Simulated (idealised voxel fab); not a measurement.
Process module under the name voxel air gaps
We display cut, a cross-section 235 nm in width whose square cells are each 5 nm.
A cross-section is written here as square cells arranged in a grid, and it is given in bands from the top down, each band taking up one or more rows of cells. Basically the band line says how high the top is and how high the bottom is, in nm, and then what's in it from left to right, every material with its width in nm. Empty space shows up as "empty", and if a single material carries "edge to edge" it runs the full band edge to edge. A quick word on heights: they are counted from 0, and under that level the wafer as it came to us is one material throughout. The lowest band is different from the rest in having no bottom; it simply continues downward, written as in "0 nm and below". The two numbers in a width such as "30->40" mark its ends across the band: the first belongs to the top row of cells, the second to the bottom row, and from each row to the next the width moves by the same amount. The designation "nothing got changed", where it is given for a processing step, indicates that no cell of the cross-section was altered in the course of that step. Look at "Voids, enclosed" for the closed voids: empty spaces with no open path to the top, sized 8 cells or up. Each is width x height at distance, distance from the left edge, all nm. On each step's line, the part that comes after the settings is the simulator's own comment on the step. For masked steps, "overlay nm" on the step line gives how far right of plan the mask actually lay; a minus sign means it lay to the left.

-- Planned process steps
1) op RECEIVE | material Si
2) op CONFORMAL_DEP | material SiO2 | thk nm 15
3) op CONFORMAL_DEP | material SiCN | thk nm 5
4) op DIRECTIONAL_DEP | material lowk | thk nm 30
5) op PATTERN | tone open | mask id LINES | material resist | width nm 20 | pitch nm 50 | thk nm 15 | overlay nm 0
6) op DIRECTIONAL_ETCH | etch materials lowk | depth nm 30
7) op STRIP | etch materials resist
8) op CONFORMAL_DEP | material TiN | thk nm 5
9) op FILL_DEP | material W | thk nm 5
10) op CMP | height nm 50
11) op EPI | material Ru | thk nm 10
12) op SELECTIVE_ETCH | etch materials lowk | depth nm 40
13) op CONFORMAL_DEP | material SiCN | thk nm 5

-- Incoming wafer in cross-section (state: after step 1)
0 nm and below: Si edge to edge
Voids, enclosed: none

-- Post-module cross-section: identical start and plan to those above, one misstep in execution
55 nm to 45 nm: SiCN edge to edge
45 nm to 15 nm: lowk edge to edge
15 nm to 0 nm: SiO2 edge to edge
0 nm and below: Si edge to edge
Voids, enclosed: none
Deviation from plan: mixed up steps 3 and 4 - ran each in the other's place
